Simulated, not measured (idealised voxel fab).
Proc. module: voxel spacer lines
Pictured: cross-section cut, 265 nm wide, on a grid of 5 nm square cells.
Think of the cross-section as a grid of square cells. We describe it in bands, top to bottom, and each band covers one or more rows of those cells.
Band: top and bottom heights (nm) first, top before bottom; then materials from left to right, widths in nm. "throughout" marks a sole material filling the band edge to edge. "blank" denotes empty space.
We count height from 0. Below that, the starting wafer is all one material. The lowest band never ends at the bottom but goes on down; see "0 nm and below" for how that is written.
Width: "30 to 40" (first number = top row, second number = bottom row, same change from row to row of cells).
Any step labelled "no change" changed none of the cells in the cross-section.
"Closed void inventory": sealed empty spaces, 8 cells or more, no open way to top, listed width x height at distance, with distance from the left edge and width, height and distance in nm.
Post-settings text on a step line: simulator's own remark regarding the step.
overlay nm: for a step with a mask, the amount by which the mask lay right of where it was planned; a negative amount means left of it.
Intended process steps
1: RECEIVE, material Si
2: CONFORMAL_DEP, material Al2O3, thk nm 10
3: DIRECTIONAL_DEP, material SiN, thk nm 10
4: DIRECTIONAL_DEP, material aC, thk nm 30
5: PATTERN, tone cover, mask id MANDREL, material resist, width nm 25, pitch nm 80, thk nm 35, overlay nm 0
6: DIRECTIONAL_ETCH, etch materials aC, depth nm 30
7: STRIP, etch materials resist
8: CONFORMAL_DEP, material SiO2, thk nm 15
9: DIRECTIONAL_ETCH, etch materials SiO2, depth nm 5
10: STRIP, etch materials aC
11: DIRECTIONAL_ETCH, etch materials SiN, depth nm 10
12: STRIP, etch materials SiO2
13: FILL_DEP, material lowk, thk nm 10
14: CMP, height nm 20
For clarity, it should be stated that the wafers under discussion commence in an identical condition and differ with respect to the depth nm of step 9, the plan indicating the value that the first wafer had.
Cross-section: the first of several wafers in its as-received state, i.e. following step 1
- 0 nm and below: Si throughout
- Closed void inventory: none
After the module's final step, step 14: the first of several wafers in cross-section
- 20 nm to 10 nm: SiN throughout
- 10 nm to 0 nm: Al2O3 throughout
- 0 nm and below: Si throughout
- Closed void inventory: none
Last-wafer cross-section at the end of the module
- 20 nm to 10 nm: lowk: 25 / SiN: 15 / lowk: 25 / SiN: 15 / lowk: 25 / SiN: 15 / lowk: 25 / SiN: 15 / lowk: 25 / SiN: 15 / lowk: 25 / SiN: 15 / lowk: 25
- 10 nm to 0 nm: Al2O3 throughout
- 0 nm and below: Si throughout
- Closed void inventory: none
Each row below is a wafer at the end of the module, listing for every material the number of cells it has gained (+) or lost (-) since it was received, followed by its closed voids
depth nm 5, +106 Al2O3, +106 SiN, Closed void inventory: none
depth nm 10, +106 Al2O3, +106 SiN, Closed void inventory: none
depth nm 15, +106 Al2O3, +36 SiN, +70 lowk, Closed void inventory: none
depth nm 20, +106 Al2O3, +36 SiN, +70 lowk, Closed void inventory: none
depth nm 25, +106 Al2O3, +36 SiN, +70 lowk, Closed void inventory: none
depth nm 30, +106 Al2O3, +36 SiN, +70 lowk, Closed void inventory: none
